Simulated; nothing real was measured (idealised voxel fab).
Name of the process module below: voxel air gaps
Cross-sectional view cut (width: 300 nm; square cell size: 5 nm).
When this document writes out a cross-section, it uses a grid of square cells and lists it as bands, beginning at the top and moving down, with a band standing for one or more rows of cells. This entry defines a band. It first specifies the height of the band's top and the height of its bottom in nm, and then specifies the band's materials from left to right, stating each material with its width in nm. The word "throughout" identifies a single material that fills the band from edge to edge, while the word "blank" identifies empty space. Note: height 0 marks the level under which the wafer is uniformly one material as received. Lowest band unbounded below, written "0 down". So if you see something like "30->40" for the width, read it as the top row of the band sitting at the first number and the bottom row at the second, with every row in between moving by the same amount as the last. Where the words "nothing was modified" appear for a step, the cross-section shows no cell changed by that step; every cell remained as before. Entry "Listed closed voids" = empty spaces >= 8 cells with no open way to the top; each as width x height at distance, distance from left edge, all nm. Heads up: the bit after the settings on a step's line is the simulator's remark on that step. If you see "overlay nm" on a step's line and that step has a mask, it's telling you how far right of where it was planned the mask ended up; a negative number means it went left instead.
## Steps planned for the process
1 RECEIVE with material Si
2 CONFORMAL_DEP with material SiO2, thk nm 10
3 CONFORMAL_DEP with material SiN, thk nm 5
4 DIRECTIONAL_DEP with material lowk, thk nm 40
5 MASKED_ETCH with tone open, mask id LINES, width nm 15, pitch nm 45, etch materials lowk, depth nm 40, overlay nm 0
6 CONFORMAL_DEP with material TiN, thk nm 5
7 FILL_DEP with material Ru, thk nm 10
8 CMP with height nm 55
9 EPI with material Ru, thk nm 10
10 SELECTIVE_ETCH with etch materials lowk, depth nm 50
11 CONFORMAL_DEP with material SiN, thk nm 5
## First wafer out of two, processed as planned
## Here's what the wafer looked like in cross-section when it arrived - that's after step 1
  0 down = Si throughout
  Listed closed voids: none
## Step 2 complete: cross-section through the wafer
  10 to 0 = SiO2 throughout
  For the remainder of the cross-section, below 0, there is no change.
## Step 3 complete: cross-section through the wafer
  15 to 10 = SiN throughout
  For the remainder of the cross-section, below 10, there is no change.
## Step 4 complete: cross-section through the wafer
  55 to 15 = lowk throughout
  For the remainder of the cross-section, below 15, there is no change.
## Step 5 complete: cross-section through the wafer
  55 to 15 = lowk: 95 / blank: 15 / lowk: 30 / blank: 15 / lowk: 30 / blank: 15 / lowk: 100
  For the remainder of the cross-section, below 15, there is no change.
## Step 6 complete: cross-section through the wafer
  60 to 55 = TiN: 100 / blank: 5 / TiN: 40 / blank: 5 / TiN: 40 / blank: 5 / TiN: 105
  55 to 20 = lowk: 95 / TiN: 5 / blank: 5 / TiN: 5 / lowk: 30 / TiN: 5 / blank: 5 / TiN: 5 / lowk: 30 / TiN: 5 / blank: 5 / TiN: 5 / lowk: 100
  20 to 15 = lowk: 95 / TiN: 15 / lowk: 30 / TiN: 15 / lowk: 30 / TiN: 15 / lowk: 100
  For the remainder of the cross-section, below 15, there is no change.
## Step 7 complete: cross-section through the wafer
  70 to 60 = Ru throughout
  60 to 55 = TiN: 100 / Ru: 5 / TiN: 40 / Ru: 5 / TiN: 40 / Ru: 5 / TiN: 105
  55 to 20 = lowk: 95 / TiN: 5 / Ru: 5 / TiN: 5 / lowk: 30 / TiN: 5 / Ru: 5 / TiN: 5 / lowk: 30 / TiN: 5 / Ru: 5 / TiN: 5 / lowk: 100
  For the remainder of the cross-section, below 20, there is no change.
## Step 8 complete: cross-section through the wafer
  55 to 20 = lowk: 95 / TiN: 5 / Ru: 5 / TiN: 5 / lowk: 30 / TiN: 5 / Ru: 5 / TiN: 5 / lowk: 30 / TiN: 5 / Ru: 5 / TiN: 5 / lowk: 100
  For the remainder of the cross-section, below 20, there is no change.
## Step 9 complete: cross-section through the wafer
  65 to 55 = blank: 85 / Ru: 35 / blank: 10 / Ru: 35 / blank: 10 / Ru: 35 / blank: 90
  For the remainder of the cross-section, below 55, there is no change.
## Step 10 complete: cross-section through the wafer
  65 to 55 = blank: 85 / Ru: 35 / blank: 10 / Ru: 35 / blank: 10 / Ru: 35 / blank: 90
  55 to 20 = blank: 95 / TiN: 5 / Ru: 5 / TiN: 5 / blank: 30 / TiN: 5 / Ru: 5 / TiN: 5 / blank: 30 / TiN: 5 / Ru: 5 / TiN: 5 / blank: 100
  20 to 15 = blank: 95 / TiN: 15 / blank: 30 / TiN: 15 / blank: 30 / TiN: 15 / blank: 100
  For the remainder of the cross-section, below 15, there is no change.
## Step 11 complete: cross-section through the wafer
  70 to 65 = blank: 80 / SiN: 135 / blank: 85
  65 to 55 = blank: 80 / SiN: 5 / Ru: 35 / SiN: 10 / Ru: 35 / SiN: 10 / Ru: 35 / SiN: 5 / blank: 85
  55 to 50 = blank: 80 / SiN: 15 / TiN: 5 / Ru: 5 / TiN: 5 / SiN: 30 / TiN: 5 / Ru: 5 / TiN: 5 / SiN: 30 / TiN: 5 / Ru: 5 / TiN: 5 / SiN: 15 / blank: 85
  50 to 20 = blank: 90 / SiN: 5 / TiN: 5 / Ru: 5 / TiN: 5 / SiN: 5 / blank: 20 / SiN: 5 / TiN: 5 / Ru: 5 / TiN: 5 / SiN: 5 / blank: 20 / SiN: 5 / TiN: 5 / Ru: 5 / TiN: 5 / SiN: 5 / blank: 95
  20 to 15 = SiN: 95 / TiN: 15 / SiN: 30 / TiN: 15 / SiN: 30 / TiN: 15 / SiN: 100
  For the remainder of the cross-section, below 15, there is no change.
  Listed closed voids: 20 x 30 at 115; 20 x 30 at 160
## Second Wafer (Identical Start and Plan, One Processing Error; Matches First Wafer Through Step 1)
## The second wafer cut through, at the time step 2 was supposed to be finished
  5 to 0 = SiN throughout
  For the remainder of the cross-section, below 0, there is no change.
## The second wafer cut through, at the time step 3 was supposed to be finished
  15 to 5 = SiO2 throughout
  For the remainder of the cross-section, below 5, there is no change.
## The second wafer cut through, at the time step 4 was supposed to be finished
  55 to 15 = lowk throughout
  For the remainder of the cross-section, below 15, there is no change.
## The second wafer cut through, at the time step 5 was supposed to be finished
  55 to 15 = lowk: 95 / blank: 15 / lowk: 30 / blank: 15 / lowk: 30 / blank: 15 / lowk: 100
  For the remainder of the cross-section, below 15, there is no change.
## The second wafer cut through, at the time step 6 was supposed to be finished
  60 to 55 = TiN: 100 / blank: 5 / TiN: 40 / blank: 5 / TiN: 40 / blank: 5 / TiN: 105
  55 to 20 = lowk: 95 / TiN: 5 / blank: 5 / TiN: 5 / lowk: 30 / TiN: 5 / blank: 5 / TiN: 5 / lowk: 30 / TiN: 5 / blank: 5 / TiN: 5 / lowk: 100
  20 to 15 = lowk: 95 / TiN: 15 / lowk: 30 / TiN: 15 / lowk: 30 / TiN: 15 / lowk: 100
  For the remainder of the cross-section, below 15, there is no change.
## The second wafer cut through, at the time step 7 was supposed to be finished
  70 to 60 = Ru throughout
  60 to 55 = TiN: 100 / Ru: 5 / TiN: 40 / Ru: 5 / TiN: 40 / Ru: 5 / TiN: 105
  55 to 20 = lowk: 95 / TiN: 5 / Ru: 5 / TiN: 5 / lowk: 30 / TiN: 5 / Ru: 5 / TiN: 5 / lowk: 30 / TiN: 5 / Ru: 5 / TiN: 5 / lowk: 100
  For the remainder of the cross-section, below 20, there is no change.
## The second wafer cut through, at the time step 8 was supposed to be finished
  55 to 20 = lowk: 95 / TiN: 5 / Ru: 5 / TiN: 5 / lowk: 30 / TiN: 5 / Ru: 5 / TiN: 5 / lowk: 30 / TiN: 5 / Ru: 5 / TiN: 5 / lowk: 100
  For the remainder of the cross-section, below 20, there is no change.
## The second wafer cut through, at the time step 9 was supposed to be finished
  65 to 55 = blank: 85 / Ru: 35 / blank: 10 / Ru: 35 / blank: 10 / Ru: 35 / blank: 90
  For the remainder of the cross-section, below 55, there is no change.
## The second wafer cut through, at the time step 10 was supposed to be finished
  65 to 55 = blank: 85 / Ru: 35 / blank: 10 / Ru: 35 / blank: 10 / Ru: 35 / blank: 90
  55 to 20 = blank: 95 / TiN: 5 / Ru: 5 / TiN: 5 / blank: 30 / TiN: 5 / Ru: 5 / TiN: 5 / blank: 30 / TiN: 5 / Ru: 5 / TiN: 5 / blank: 100
  20 to 15 = blank: 95 / TiN: 15 / blank: 30 / TiN: 15 / blank: 30 / TiN: 15 / blank: 100
  For the remainder of the cross-section, below 15, there is no change.
## The second wafer cut through, at the time step 11 was supposed to be finished
  70 to 65 = blank: 80 / SiN: 135 / blank: 85
  65 to 55 = blank: 80 / SiN: 5 / Ru: 35 / SiN: 10 / Ru: 35 / SiN: 10 / Ru: 35 / SiN: 5 / blank: 85
  55 to 50 = blank: 80 / SiN: 15 / TiN: 5 / Ru: 5 / TiN: 5 / SiN: 30 / TiN: 5 / Ru: 5 / TiN: 5 / SiN: 30 / TiN: 5 / Ru: 5 / TiN: 5 / SiN: 15 / blank: 85
  50 to 20 = blank: 90 / SiN: 5 / TiN: 5 / Ru: 5 / TiN: 5 / SiN: 5 / blank: 20 / SiN: 5 / TiN: 5 / Ru: 5 / TiN: 5 / SiN: 5 / blank: 20 / SiN: 5 / TiN: 5 / Ru: 5 / TiN: 5 / SiN: 5 / blank: 95
  20 to 15 = SiN: 95 / TiN: 15 / SiN: 30 / TiN: 15 / SiN: 30 / TiN: 15 / SiN: 100
  For the remainder of the cross-section, below 15, there is no change.
  Listed closed voids: 20 x 30 at 115; 20 x 30 at 160
The plan and the run diverged here: steps 2 and 3 swapped
Tallied in cells, the final second wafer holds each material in the same quantity as the first, although not at the same places.
